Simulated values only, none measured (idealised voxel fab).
A process module follows: voxel capacitor over wiring.
Square cell edge 5 nm, section width 215 nm, ID cut.
In this document a cross-section is written as a grid of square cells. It is given as a series of bands, listed from the top down, and a band is one or more rows of cells.
The entry gives the band's vertical extent as a top height and a bottom height in nm, then its horizontal make-up as materials from left to right, each with a width in nm. "blank" stands for empty space; a single material marked "full width" fills the band edge to edge.
Basically, 0 is our baseline, since under it the wafer straight out of the box is all one material. The bottom band has no lower end and keeps on going down, so it looks like "from 0 down".
Per-row width for "30..40": begins at first number (top row of band), ends at second number (bottom row), increment between rows held constant.
For the purposes of this document, the phrase "stayed the same" attached to a step denotes that no cell within the cross-section was modified by that step.
"Unvented voids" lists enclosed empty spaces (at least 8 cells, no open path upward to the top), each as width x height at distance from the left edge, in nm.
That trailing text on a step's line, after the settings, is the simulator's own remark on the step.
"overlay nm" on a masked step: distance the mask lay right of its planned place, negative for left.

### Set out below are the planned steps of the process
1. RECEIVE: material Si
2. CONFORMAL_DEP: material SiO2, thk nm 15
3. DIRECTIONAL_DEP: material TiN, thk nm 5
4. DIRECTIONAL_DEP: material W, thk nm 15
5. DIRECTIONAL_DEP: material aC, thk nm 15
6. PATTERN: tone cover, mask id METAL_1, material resist, width nm 20, pitch nm 70, thk nm 35, overlay nm 0
7. DIRECTIONAL_ETCH: etch materials aC, depth nm 15
8. STRIP: etch materials resist
9. DIRECTIONAL_ETCH: etch materials W, depth nm 15
10. DIRECTIONAL_ETCH: etch materials TiN, depth nm 5
11. STRIP: etch materials aC
12. CONFORMAL_DEP: material SiN, thk nm 5
13. FILL_DEP: material lowk, thk nm 10
14. CMP: height nm 35
15. CONFORMAL_DEP: material SiCN, thk nm 5
16. DIRECTIONAL_DEP: material lowk, thk nm 20
17. MASKED_ETCH: tone open, mask id PLUG_1, width nm 15, etch materials lowk, depth nm 20, overlay nm 0
18. MASKED_ETCH: tone open, mask id PLUG_1, width nm 15, etch materials SiCN, depth nm 5, overlay nm 0
19. CONFORMAL_DEP: material TiN, thk nm 5
20. FILL_DEP: material Cu, thk nm 10
21. CMP: height nm 60
22. DIRECTIONAL_DEP: material TiN, thk nm 10
23. DIRECTIONAL_DEP: material HfO2, thk nm 5
24. DIRECTIONAL_DEP: material TiN, thk nm 10
25. PATTERN: tone cover, mask id UPPER_PLATE, material resist, width nm 55, thk nm 15, overlay nm 0
26. DIRECTIONAL_ETCH: etch materials TiN, depth nm 10
27. DIRECTIONAL_ETCH: etch materials HfO2, depth nm 5
28. STRIP: etch materials resist
29. PATTERN: tone cover, mask id LOWER_PLATE, material resist, width nm 65, thk nm 20, overlay nm 0
30. DIRECTIONAL_ETCH: etch materials TiN, depth nm 10
31. STRIP: etch materials resist
32. FILL_DEP: material SiO2, thk nm 20
33. CMP: height nm 100
34. MASKED_ETCH: tone open, mask id PLUG_2, width nm 15, etch materials SiO2, depth nm 15, overlay nm 0
35. CONFORMAL_DEP: material TiN, thk nm 5
36. FILL_DEP: material Cu, thk nm 10
37. CMP: height nm 100
38. CONFORMAL_DEP: material SiN, thk nm 5

### Delivered wafer in cross-section: state after step 1
    from 0 down = Si full width
    Unvented voids: none

### Cross-section: first of two wafers, module finished, run according to plan
    from 105 to 100 = SiN full width
    from 100 to 90 = 75 of SiO2, 5 of TiN, 5 of Cu, 5 of TiN, 125 of SiO2
    from 90 to 85 = 75 of SiO2, 15 of TiN, 125 of SiO2
    from 85 to 75 = 65 of SiO2, 55 of TiN, 95 of SiO2
    from 75 to 70 = 65 of SiO2, 55 of HfO2, 95 of SiO2
    from 70 to 60 = 60 of SiO2, 65 of TiN, 90 of SiO2
    from 60 to 40 = 65 of lowk, 5 of TiN, 5 of Cu, 5 of TiN, 135 of lowk
    from 40 to 35 = 65 of SiCN, 15 of TiN, 135 of SiCN
    from 35 to 20 = 55 of lowk, 5 of SiN, 20 of W, 5 of SiN, 40 of lowk, 5 of SiN, 20 of W, 5 of SiN, 60 of lowk
    from 20 to 15 = 60 of SiN, 20 of TiN, 50 of SiN, 20 of TiN, 65 of SiN
    from 15 to 0 = SiO2 full width
    from 0 down = Si full width
    Unvented voids: none

### This is the second of the two wafers, cross-sectioned at the end of the module; it started exactly like the first and was given the same plan, but it was run with one mistake
    from 105 to 100 = SiN full width
    from 100 to 90 = 75 of SiO2, 5 of TiN, 5 of Cu, 5 of TiN, 125 of SiO2
    from 90 to 85 = 75 of SiO2, 15 of TiN, 125 of SiO2
    from 85 to 75 = 65 of SiO2, 55 of TiN, 95 of SiO2
    from 75 to 70 = 65 of SiO2, 55 of HfO2, 95 of SiO2
    from 70 to 60 = 60 of SiO2, 65 of TiN, 90 of SiO2
    from 60 to 40 = 65 of lowk, 5 of TiN, 5 of Cu, 5 of TiN, 135 of lowk
    from 40 to 35 = 65 of SiCN, 15 of TiN, 135 of SiCN
    from 35 to 30 = 55 of lowk, 5 of SiN, 20 of W, 5 of SiN, 40 of lowk, 5 of SiN, 20 of W, 5 of SiN, 60 of lowk
    from 30 to 25 = 60 of SiN, 20 of TiN, 50 of SiN, 20 of TiN, 65 of SiN
    from 25 to 0 = SiO2 full width
    from 0 down = Si full width
    Unvented voids: none
Nonconformance to the process plan: planned and actual differ for step 2; actual: CONFORMAL_DEP: material SiO2, thk nm 25
Heads up, by the end the second wafer has more or fewer cells of some materials compared to the first: SiN: 8 fewer | SiO2: 86 more | W: 16 fewer | lowk: 62 fewer
